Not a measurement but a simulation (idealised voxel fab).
You're looking at the process module voxel wiring stack.
The cross-section shown here is cut; it is 285 nm wide and divided into square cells measuring 5 nm on a side.
Cross-section, as written here: a square-cell grid given band by band from the top down, where a band holds one or more rows of cells. Look at the band entry: it leads with the top's height and the bottom's height in nm. Then it lists the materials left to right, with a width in nm for each. The word "edge to edge" on a single material says that material fills the band edge to edge. The word "air" is empty space. A quick word on heights: they are counted from 0, and under that level the wafer as it came to us is one material throughout. The lowest band is different from the rest in having no bottom; it simply continues downward, written as in "z 0 and below". Think of "30..40" as a width that walks from the first number to the second as you go down the band, top row to bottom row, taking equal-sized steps from row to row. "no modification" means the step left every cell of the cross-section as it was. In the "Enclosed void list" entry, you get each enclosed empty space of 8 cells or more, one with no open way to the top, written width x height at distance, distance from the left edge, in nm. On each step's line, the part that comes after the settings is the simulator's own comment on the step. "overlay nm" answers the question of how far to the right of plan the mask lay on a step that has a mask, and when it is negative the answer is to the left.
## The following list gives the planned process steps
1: RECEIVE [material Si]
2: CONFORMAL_DEP [material SiO2] [thk nm 15]
3: CONFORMAL_DEP [material SiCN] [thk nm 5]
4: DIRECTIONAL_DEP [material lowk] [thk nm 15]
5: DIRECTIONAL_DEP [material aC] [thk nm 10]
6: PATTERN [tone open] [mask id METAL_1] [material resist] [width nm 20] [pitch nm 50] [thk nm 30] [overlay nm 0]
7: DIRECTIONAL_ETCH [etch materials aC] [depth nm 10]
8: STRIP [etch materials resist]
9: DIRECTIONAL_ETCH [etch materials lowk] [depth nm 15]
10: DIRECTIONAL_ETCH [etch materials SiCN] [depth nm 5]
11: STRIP [etch materials aC]
12: CONFORMAL_DEP [material TiN] [thk nm 5]
13: FILL_DEP [material Cu] [thk nm 10]
14: CMP [height nm 35]
15: CONFORMAL_DEP [material SiCN] [thk nm 5]
16: DIRECTIONAL_DEP [material lowk] [thk nm 30]
17: PATTERN [tone open] [mask id METAL_2_HOLES] [material resist] [width nm 15] [pitch nm 50] [thk nm 15] [overlay nm 0]
18: DIRECTIONAL_ETCH [etch materials lowk] [depth nm 30]
19: STRIP [etch materials resist]
20: DIRECTIONAL_DEP [material aC] [thk nm 15]
21: PATTERN [tone open] [mask id METAL_2] [material resist] [width nm 20] [pitch nm 50] [thk nm 35] [overlay nm 0]
22: DIRECTIONAL_ETCH [etch materials aC] [depth nm 5]
23: STRIP [etch materials resist]
24: DIRECTIONAL_ETCH [etch materials lowk] [depth nm 15]
25: DIRECTIONAL_ETCH [etch materials SiCN] [depth nm 5]
26: STRIP [etch materials aC]
27: CONFORMAL_DEP [material TiN] [thk nm 5]
28: FILL_DEP [material Cu] [thk nm 5]
29: CMP [height nm 70]
30: CONFORMAL_DEP [material SiCN] [thk nm 5]
The plan's step 22 depth nm is the first wafer's value; the wafers differ in this setting and start identical.
## Incoming state of the first of several wafers in cross-section: after step 1
* z 0 and below = Si edge to edge
* Enclosed void list: none
## The rows of the table below are wafers. Looking at the end of the module, a row counts, for every material, the cells the wafer has gained, shown as (+), or lost, shown as (-), since it was received; its closed voids come next
depth nm 5, +33 Cu, +159 SiCN, +171 SiO2, +69 TiN, +423 lowk, Enclosed void list: none
depth nm 10, +33 Cu, +159 SiCN, +171 SiO2, +69 TiN, +423 lowk, Enclosed void list: none
depth nm 15, +42 Cu, +150 SiCN, +171 SiO2, +78 TiN, +414 lowk, Enclosed void list: none
depth nm 20, +42 Cu, +150 SiCN, +171 SiO2, +78 TiN, +414 lowk, Enclosed void list: none
depth nm 25, +42 Cu, +150 SiCN, +171 SiO2, +78 TiN, +414 lowk, Enclosed void list: none
depth nm 30, +42 Cu, +150 SiCN, +171 SiO2, +78 TiN, +414 lowk, Enclosed void list: none
